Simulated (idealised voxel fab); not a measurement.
process module | voxel trench capacitor
cross-section cut | 220 nm wide | cells 5 nm
A cross-section is a grid of square cells, given in bands from the top down. A band is one or more rows of cells.
Each band's line starts with the height of the band's top and of its bottom, in nm. Then come its materials from left to right, each with its width in nm. One material with "throughout" fills the band from edge to edge. "air" is empty space.
Height 0 is the level under which the wafer as received is all one material. The lowest band goes on downwards, as in "0 down".
A width such as "30 to 40" changes by the same amount from each row of cells to the next, from the band's top row to its bottom row.
"no change" after a step means that no cell of the cross-section changed.
closed voids: empty space of 8 cells or more with no open way to the top, each as width x height at its distance from the left edge, in nm
after a step's settings: what the simulator itself notes on the step
overlay nm, on a step with a mask: how far to the right of its planned place the mask lay; to the left if negative
plan
1 op RECEIVE | material Si
2 op CONFORMAL_DEP | material SiN | thk nm 5
3 op DIRECTIONAL_DEP | material aC | thk nm 10
4 op PATTERN | tone open | mask id TRENCH | material resist | width nm 25 | pitch nm 40 | thk nm 25 | overlay nm 0
5 op DIRECTIONAL_ETCH | etch materials aC | depth nm 10
6 op STRIP | etch materials resist
7 op DIRECTIONAL_ETCH | etch materials SiN | depth nm 5
8 op DIRECTIONAL_ETCH | etch materials Si | depth nm 25
9 op STRIP | etch materials aC
10 op CONFORMAL_DEP | material SiO2 | thk nm 5
11 op FILL_DEP | material polySi | thk nm 5
12 op CMP | height nm 5
first wafer, as planned
as received, after step 1
  0 down: Si throughout
  closed voids: none
after step 2
  5 to 0: SiN throughout
  below 0: unchanged
after step 3
  15 to 5: aC throughout
  below 5: unchanged
after step 4
  40 to 15: resist 35 | air 25 | resist 15 | air 25 | resist 15 | air 25 | resist 15 | air 25 | resist 40
  below 15: unchanged
after step 5
  30 to 15: resist 35 | air 25 | resist 15 | air 25 | resist 15 | air 25 | resist 15 | air 25 | resist 40
  15 to 5: aC 35 | air 25 | aC 15 | air 25 | aC 15 | air 25 | aC 15 | air 25 | aC 40
  below 5: unchanged
after step 6
  15 to 5: aC 35 | air 25 | aC 15 | air 25 | aC 15 | air 25 | aC 15 | air 25 | aC 40
  below 5: unchanged
after step 7
  15 to 5: aC 35 | air 25 | aC 15 | air 25 | aC 15 | air 25 | aC 15 | air 25 | aC 40
  5 to 0: SiN 35 | air 25 | SiN 15 | air 25 | SiN 15 | air 25 | SiN 15 | air 25 | SiN 40
  below 0: unchanged
after step 8
  15 to 5: aC 35 | air 25 | aC 15 | air 25 | aC 15 | air 25 | aC 15 | air 25 | aC 40
  5 to 0: SiN 35 | air 25 | SiN 15 | air 25 | SiN 15 | air 25 | SiN 15 | air 25 | SiN 40
  0 to -25: Si 35 | air 25 | Si 15 | air 25 | Si 15 | air 25 | Si 15 | air 25 | Si 40
  below -25: unchanged
after step 9
  5 to 0: SiN 35 | air 25 | SiN 15 | air 25 | SiN 15 | air 25 | SiN 15 | air 25 | SiN 40
  below 0: unchanged
after step 10
  10 to 5: SiO2 40 | air 15 | SiO2 25 | air 15 | SiO2 25 | air 15 | SiO2 25 | air 15 | SiO2 45
  5 to 0: SiN 35 | SiO2 5 | air 15 | SiO2 5 | SiN 15 | SiO2 5 | air 15 | SiO2 5 | SiN 15 | SiO2 5 | air 15 | SiO2 5 | SiN 15 | SiO2 5 | air 15 | SiO2 5 | SiN 40
  0 to -20: Si 35 | SiO2 5 | air 15 | SiO2 5 | Si 15 | SiO2 5 | air 15 | SiO2 5 | Si 15 | SiO2 5 | air 15 | SiO2 5 | Si 15 | SiO2 5 | air 15 | SiO2 5 | Si 40
  -20 to -25: Si 35 | SiO2 25 | Si 15 | SiO2 25 | Si 15 | SiO2 25 | Si 15 | SiO2 25 | Si 40
  below -25: unchanged
after step 11
  15 to 10: polySi throughout
  10 to 5: SiO2 40 | polySi 15 | SiO2 25 | polySi 15 | SiO2 25 | polySi 15 | SiO2 25 | polySi 15 | SiO2 45
  5 to 0: SiN 35 | SiO2 5 | polySi 15 | SiO2 5 | SiN 15 | SiO2 5 | polySi 15 | SiO2 5 | SiN 15 | SiO2 5 | polySi 15 | SiO2 5 | SiN 15 | SiO2 5 | polySi 15 | SiO2 5 | SiN 40
  0 to -20: Si 35 | SiO2 5 | polySi 15 | SiO2 5 | Si 15 | SiO2 5 | polySi 15 | SiO2 5 | Si 15 | SiO2 5 | polySi 15 | SiO2 5 | Si 15 | SiO2 5 | polySi 15 | SiO2 5 | Si 40
  below -20: unchanged
after step 12
  5 to 0: SiN 35 | SiO2 5 | polySi 15 | SiO2 5 | SiN 15 | SiO2 5 | polySi 15 | SiO2 5 | SiN 15 | SiO2 5 | polySi 15 | SiO2 5 | SiN 15 | SiO2 5 | polySi 15 | SiO2 5 | SiN 40
  below 0: unchanged
second wafer: like start, like plan, one mistake. Through step 3 it matches the first wafer
when step 4 should have ended
  40 to 15: resist 40 | air 15 | resist 25 | air 15 | resist 25 | air 15 | resist 25 | air 15 | resist 45
  below 15: unchanged
when step 5 should have ended
  30 to 15: resist 40 | air 15 | resist 25 | air 15 | resist 25 | air 15 | resist 25 | air 15 | resist 45
  15 to 5: aC 40 | air 15 | aC 25 | air 15 | aC 25 | air 15 | aC 25 | air 15 | aC 45
  below 5: unchanged
when step 6 should have ended
  15 to 5: aC 40 | air 15 | aC 25 | air 15 | aC 25 | air 15 | aC 25 | air 15 | aC 45
  below 5: unchanged
when step 7 should have ended
  15 to 5: aC 40 | air 15 | aC 25 | air 15 | aC 25 | air 15 | aC 25 | air 15 | aC 45
  5 to 0: SiN 40 | air 15 | SiN 25 | air 15 | SiN 25 | air 15 | SiN 25 | air 15 | SiN 45
  below 0: unchanged
when step 8 should have ended
  15 to 5: aC 40 | air 15 | aC 25 | air 15 | aC 25 | air 15 | aC 25 | air 15 | aC 45
  5 to 0: SiN 40 | air 15 | SiN 25 | air 15 | SiN 25 | air 15 | SiN 25 | air 15 | SiN 45
  0 to -25: Si 40 | air 15 | Si 25 | air 15 | Si 25 | air 15 | Si 25 | air 15 | Si 45
  below -25: unchanged
when step 9 should have ended
  5 to 0: SiN 40 | air 15 | SiN 25 | air 15 | SiN 25 | air 15 | SiN 25 | air 15 | SiN 45
  below 0: unchanged
when step 10 should have ended
  10 to 5: SiO2 45 | air 5 | SiO2 35 | air 5 | SiO2 35 | air 5 | SiO2 35 | air 5 | SiO2 50
  5 to 0: SiN 40 | SiO2 5 | air 5 | SiO2 5 | SiN 25 | SiO2 5 | air 5 | SiO2 5 | SiN 25 | SiO2 5 | air 5 | SiO2 5 | SiN 25 | SiO2 5 | air 5 | SiO2 5 | SiN 45
  0 to -20: Si 40 | SiO2 5 | air 5 | SiO2 5 | Si 25 | SiO2 5 | air 5 | SiO2 5 | Si 25 | SiO2 5 | air 5 | SiO2 5 | Si 25 | SiO2 5 | air 5 | SiO2 5 | Si 45
  -20 to -25: Si 40 | SiO2 15 | Si 25 | SiO2 15 | Si 25 | SiO2 15 | Si 25 | SiO2 15 | Si 45
  below -25: unchanged
when step 11 should have ended
  15 to 10: polySi throughout
  10 to 5: SiO2 45 | polySi 5 | SiO2 35 | polySi 5 | SiO2 35 | polySi 5 | SiO2 35 | polySi 5 | SiO2 50
  5 to 0: SiN 40 | SiO2 5 | polySi 5 | SiO2 5 | SiN 25 | SiO2 5 | polySi 5 | SiO2 5 | SiN 25 | SiO2 5 | polySi 5 | SiO2 5 | SiN 25 | SiO2 5 | polySi 5 | SiO2 5 | SiN 45
  0 to -20: Si 40 | SiO2 5 | polySi 5 | SiO2 5 | Si 25 | SiO2 5 | polySi 5 | SiO2 5 | Si 25 | SiO2 5 | polySi 5 | SiO2 5 | Si 25 | SiO2 5 | polySi 5 | SiO2 5 | Si 45
  below -20: unchanged
when step 12 should have ended
  5 to 0: SiN 40 | SiO2 5 | polySi 5 | SiO2 5 | SiN 25 | SiO2 5 | polySi 5 | SiO2 5 | SiN 25 | SiO2 5 | polySi 5 | SiO2 5 | SiN 25 | SiO2 5 | polySi 5 | SiO2 5 | SiN 45
  below 0: unchanged
what went wrong: step 4 ran as: op PATTERN | tone open | mask id TRENCH | material resist | width nm 15 | pitch nm 40 | thk nm 25 | overlay nm 0
at the end the second wafer has, in cells: 40 more of Si | 8 more of SiN | 8 fewer of SiO2 | 40 fewer of polySi
